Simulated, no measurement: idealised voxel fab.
Documented hereafter: the process module known as voxel local oxidation.
Cross-section cut: width 270 nm, square cells of 5 nm.
If you're reading a cross-section in this doc, picture square cells in a grid; it comes to you as bands, top ones listed first down to the bottom, and a band can be one or more rows of cells.
Quick guide to a band line: top height, bottom height (nm) up front; then every material left to right with its width in nm. Only one material and it's marked "everywhere"? Then it fills the band edge to edge. And "blank" just means empty space.
Height datum 0, below which the as-received substrate wafer is one material. Lowest band open at the bottom, running downward: "0..down".
The width entry "30 to 40" should be interpreted row by row: the top row of cells in the band takes the first number, the bottom row takes the second number, and the change between adjacent rows is uniform throughout.
"nothing got changed" means the step left every cell of the cross-section as it was.
"Sealed void listing" contains a list of empty spaces, each no smaller than 8 cells and without an open way to the top, written in the form width x height at distance with the distance from the left edge and all three in nm.
Note: text after step settings on the step line = simulator remark on that step.
overlay nm: on a step with a mask, how far right of its planned place the mask lay; negative means left.

PLANNED PROCESS STEPS
1,RECEIVE [material Si]
2,CONFORMAL_DEP [material SiO2] [thk nm 5]
3,CONFORMAL_DEP [material SiN] [thk nm 10]
4,PATTERN [tone cover] [mask id ACTIVE] [material resist] [width nm 110] [thk nm 20] [overlay nm 0]
5,DIRECTIONAL_ETCH [etch materials SiN] [depth nm 10]
6,STRIP [etch materials resist]
7,SELECTIVE_ETCH [etch materials SiO2] [depth nm 5]
8,OXIDIZE [depth nm 10]
9,STRIP [etch materials SiN]

HERE'S WHAT THE WAFER LOOKED LIKE IN CROSS-SECTION WHEN IT ARRIVED - THAT'S AFTER STEP 1
    0..down  Si everywhere
    Sealed void listing: none

THE FIRST OF TWO WAFERS, CROSS-SECTIONED AT THE END OF THE MODULE, WITH THE RUN PROCEEDING AS PLANNED
    5..0  85 of blank, then 100 of SiO2, then 85 of blank
    0..-10  95 of SiO2, then 80 of Si, then 95 of SiO2
    -10..down  Si everywhere
    Sealed void listing: none

SO THIS IS WAFER NUMBER TWO OF THE TWO, CUT AT THE END OF THE MODULE - IT STARTED WHERE THE FIRST DID AND HAD THE SAME PLAN, WE JUST GOT ONE THING WRONG RUNNING IT
    0..-10  90 of SiO2, then 90 of Si, then 90 of SiO2
    -10..down  Si everywhere
    Sealed void listing: none
It is concluded that the wafer was processed incorrectly with respect to the plan, in that plan step 2: skipped, not run
Final comparison by cell count, materials where the second wafer has more or fewer than the first: Si: 4 more | SiO2: 24 fewer
